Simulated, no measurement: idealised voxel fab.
process module | voxel wiring stack
cross-section cut | 210 nm wide | cells 5 nm
A cross-section is a grid of square cells, given in bands from the top down. A band is one or more rows of cells.
Each band's line starts with the height of the band's top and of its bottom, in nm. Then come its materials from left to right, each with its width in nm. One material with "throughout" fills the band from edge to edge. "air" is empty space.
Height 0 is the level under which the wafer as received is all one material. The lowest band goes on downwards, as in "0 down".
A width such as "30 to 40" changes by the same amount from each row of cells to the next, from the band's top row to its bottom row.
"no change" after a step means that no cell of the cross-section changed.
closed voids: empty space of 8 cells or more with no open way to the top, each as width x height at its distance from the left edge, in nm
after a step's settings: what the simulator itself notes on the step
overlay nm, on a step with a mask: how far to the right of its planned place the mask lay; to the left if negative
plan
1 op RECEIVE | material Si
2 op CONFORMAL_DEP | material SiO2 | thk nm 15
3 op DIRECTIONAL_DEP | material TiN | thk nm 5
4 op DIRECTIONAL_DEP | material Ru | thk nm 25
5 op DIRECTIONAL_DEP | material aC | thk nm 15
6 op PATTERN | tone cover | mask id METAL_1 | material resist | width nm 30 | pitch nm 55 | thk nm 35 | overlay nm 0
7 op DIRECTIONAL_ETCH | etch materials aC | depth nm 15
8 op STRIP | etch materials resist
9 op DIRECTIONAL_ETCH | etch materials Ru | depth nm 25
10 op DIRECTIONAL_ETCH | etch materials TiN | depth nm 5
11 op STRIP | etch materials aC
12 op CONFORMAL_DEP | material SiN | thk nm 5
13 op FILL_DEP | material SiO2 | thk nm 5
14 op CMP | height nm 45
15 op CONFORMAL_DEP | material SiCN | thk nm 5
16 op DIRECTIONAL_DEP | material SiO2 | thk nm 35
17 op MASKED_ETCH | tone open | mask id METAL_2_HOLES | width nm 15 | pitch nm 55 | etch materials SiO2 | depth nm 35 | overlay nm 0
18 op MASKED_ETCH | tone open | mask id METAL_2 | width nm 30 | pitch nm 55 | etch materials SiO2 | depth nm 20 | overlay nm 0
19 op MASKED_ETCH | tone open | mask id METAL_2 | width nm 30 | pitch nm 55 | etch materials SiCN | depth nm 5 | overlay nm 0
20 op CONFORMAL_DEP | material TiN | thk nm 5
21 op FILL_DEP | material Ru | thk nm 5
22 op CMP | height nm 85
23 op CONFORMAL_DEP | material SiCN | thk nm 5
24 op DIRECTIONAL_DEP | material lowk | thk nm 15
25 op PATTERN | tone open | mask id PLUG_2 | material resist | width nm 15 | thk nm 20 | overlay nm 0
26 op DIRECTIONAL_ETCH | etch materials lowk | depth nm 15
27 op DIRECTIONAL_ETCH | etch materials SiCN | depth nm 5
28 op STRIP | etch materials resist
29 op EPI | material Ru | thk nm 10
30 op EPI | material Ru | thk nm 10
31 op DIRECTIONAL_DEP | material TiN | thk nm 5
32 op DIRECTIONAL_DEP | material Ru | thk nm 15
33 op MASKED_ETCH | tone cover | mask id METAL_3 | width nm 30 | pitch nm 55 | etch materials Ru | depth nm 15 | overlay nm 0
34 op MASKED_ETCH | tone cover | mask id METAL_3 | width nm 30 | pitch nm 55 | etch materials TiN | depth nm 5 | overlay nm -15
35 op CONFORMAL_DEP | material SiN | thk nm 5
36 op FILL_DEP | material SiO2 | thk nm 10
37 op CMP | height nm 125
38 op CONFORMAL_DEP | material SiN | thk nm 5
varied across the wafers: overlay nm of step 34. The plan shows the first wafer's value. All wafers start alike
first wafer as received, after step 1
  0 down: Si throughout
  closed voids: none
each wafer at the end: cells of each material gained (+) or lost (-) since it was received, then its closed voids
overlay nm -15 | +140 Ru | +75 SiCN | +134 SiN | +556 SiO2 | +70 TiN | +117 lowk | closed voids: none
overlay nm -10 | +140 Ru | +75 SiCN | +134 SiN | +558 SiO2 | +68 TiN | +117 lowk | closed voids: none
overlay nm -5 | +140 Ru | +75 SiCN | +134 SiN | +560 SiO2 | +66 TiN | +117 lowk | closed voids: none
overlay nm 0 | +140 Ru | +75 SiCN | +134 SiN | +562 SiO2 | +64 TiN | +117 lowk | closed voids: none
overlay nm 5 | +140 Ru | +75 SiCN | +134 SiN | +560 SiO2 | +66 TiN | +117 lowk | closed voids: none
overlay nm 10 | +140 Ru | +75 SiCN | +134 SiN | +558 SiO2 | +68 TiN | +117 lowk | closed voids: none
overlay nm 15 | +140 Ru | +75 SiCN | +134 SiN | +556 SiO2 | +70 TiN | +117 lowk | closed voids: none
